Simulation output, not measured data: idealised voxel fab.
Presented below is a process module, voxel transistor to metal.
185 nm wide, 5 nm square cells: that's cross-section cut.
Bands, listed from the top down, are how a cross-section gets written in this document; the cross-section itself is a grid of square cells, and a band is one or more rows of them. Each band's line starts with the height of the band's top and of its bottom, in nm. Then come its materials from left to right, each with its width in nm. One material with "throughout" fills the band from edge to edge. "air" is empty space. All heights in this document are referenced to 0, defined as the level beneath which the wafer, as received, consists entirely of one material. The lowest band is not bounded below; it extends indefinitely downward and is written in the form "from 0 down". So if you see something like "30->40" for the width, read it as the top row of the band sitting at the first number and the bottom row at the second, with every row in between moving by the same amount as the last. Reading "no modification" for a step: not a cell of the cross-section changed in it. Listed in "Entrapped void list": every empty space of 8 or more cells without an open way to the top. Form: width x height at distance, the distance being from the left edge, all in nm. Post-settings text on a step line: simulator's own remark regarding the step. overlay nm: step with mask; distance mask lay right of planned place; negative value = left of planned place.

# Planned process steps
- 1: RECEIVE, material Si
- 2: CONFORMAL_DEP, material SiO2, thk nm 5
- 3: CONFORMAL_DEP, material SiN, thk nm 10
- 4: PATTERN, tone cover, mask id ACTIVE, material resist, width nm 115, thk nm 20, overlay nm 0
- 5: DIRECTIONAL_ETCH, etch materials SiN, depth nm 10
- 6: DIRECTIONAL_ETCH, etch materials SiO2, depth nm 5
- 7: DIRECTIONAL_ETCH, etch materials Si, depth nm 35
- 8: STRIP, etch materials resist
- 9: OXIDIZE, depth nm 5
- 10: FILL_DEP, material SiO2, thk nm 5
- 11: CMP, height nm 15
- 12: SELECTIVE_ETCH, etch materials SiO2, depth nm 10
- 13: STRIP, etch materials SiN
- 14: SELECTIVE_ETCH, etch materials SiO2, depth nm 5
- 15: OXIDIZE, depth nm 5
- 16: DIRECTIONAL_DEP, material polySi, thk nm 25
- 17: DIRECTIONAL_DEP, material SiCN, thk nm 15
- 18: MASKED_ETCH, tone cover, mask id GATE, width nm 25, etch materials SiCN, depth nm 25, overlay nm 0
- 19: MASKED_ETCH, tone cover, mask id GATE, width nm 25, etch materials polySi, depth nm 35, overlay nm 0
- 20: CONFORMAL_DEP, material SiO2, thk nm 5
- 21: DIRECTIONAL_ETCH, etch materials SiO2, depth nm 5
- 22: CONFORMAL_DEP, material SiN, thk nm 10
- 23: DIRECTIONAL_ETCH, etch materials SiN, depth nm 10
- 24: DIRECTIONAL_ETCH, etch materials SiO2, depth nm 5
- 25: EPI, material pSi, thk nm 5
- 26: FILL_DEP, material SiO2, thk nm 10
- 27: CMP, height nm 25
- 28: STRIP, etch materials polySi
- 29: SELECTIVE_ETCH, etch materials SiO2, depth nm 5
- 30: CONFORMAL_DEP, material HfO2, thk nm 5
- 31: CONFORMAL_DEP, material TiN, thk nm 5
- 32: FILL_DEP, material W, thk nm 10
- 33: CMP, height nm 20
- 34: DIRECTIONAL_DEP, material SiO2, thk nm 15
- 35: PATTERN, tone open, mask id CONTACT, material resist, width nm 15, pitch nm 80, thk nm 20, overlay nm 0
- 36: DIRECTIONAL_ETCH, etch materials SiO2, depth nm 35
- 37: STRIP, etch materials resist
- 38: CONFORMAL_DEP, material TiN, thk nm 5
- 39: FILL_DEP, material Ru, thk nm 5
- 40: CMP, height nm 35
- 41: CONFORMAL_DEP, material SiN, thk nm 5
- 42: DIRECTIONAL_DEP, material lowk, thk nm 20
- 43: MASKED_ETCH, tone open, mask id METAL_1, width nm 15, pitch nm 80, etch materials lowk, depth nm 20, overlay nm 0
- 44: MASKED_ETCH, tone open, mask id METAL_1, width nm 15, pitch nm 80, etch materials SiN, depth nm 5, overlay nm 0
- 45: CONFORMAL_DEP, material TiN, thk nm 5
- 46: FILL_DEP, material Cu, thk nm 10
- 47: CMP, height nm 60
- 48: CONFORMAL_DEP, material SiN, thk nm 5

# Step 1 complete: cross-section of the wafer as received
- from 0 down  Si throughout
- Entrapped void list: none

# Final wafer profile in cross-section after the module, from the same start and plan as above, with one mistake made during processing
- from 65 to 60  SiN throughout
- from 60 to 45  lowk 45 nm, TiN 5 nm, Cu 5 nm, TiN 5 nm, lowk 65 nm, TiN 5 nm, Cu 5 nm, TiN 5 nm, lowk 45 nm
- from 45 to 40  lowk 45 nm, TiN 15 nm, lowk 65 nm, TiN 15 nm, lowk 45 nm
- from 40 to 35  SiN 45 nm, TiN 10 nm, SiN 70 nm, TiN 10 nm, SiN 50 nm
- from 35 to 20  SiO2 45 nm, TiN 5 nm, Ru 5 nm, TiN 5 nm, SiO2 65 nm, TiN 5 nm, Ru 5 nm, TiN 5 nm, SiO2 45 nm
- from 20 to 5  SiO2 45 nm, TiN 5 nm, Ru 5 nm, TiN 5 nm, SiO2 5 nm, SiN 10 nm, HfO2 5 nm, TiN 5 nm, W 15 nm, TiN 5 nm, HfO2 5 nm, SiN 10 nm, SiO2 5 nm, TiN 5 nm, Ru 5 nm, TiN 5 nm, SiO2 45 nm
- from 5 to 0  SiO2 45 nm, TiN 15 nm, SiO2 5 nm, SiN 10 nm, HfO2 5 nm, TiN 25 nm, HfO2 5 nm, SiN 10 nm, SiO2 5 nm, TiN 15 nm, SiO2 45 nm
- from 0 to -5  SiO2 35 nm, pSi 30 nm, SiO2 10 nm, HfO2 35 nm, SiO2 10 nm, pSi 30 nm, SiO2 35 nm
- from -5 to -40  SiO2 40 nm, Si 105 nm, SiO2 40 nm
- from -40 down  Si throughout
- Entrapped void list: none
The mistake made against the process plan was this: so step 44 ended up running with a different setting than we planned, it ran as MASKED_ETCH, tone open, mask id METAL_1, width nm 15, pitch nm 80, etch materials SiN, depth nm 5, overlay nm -5
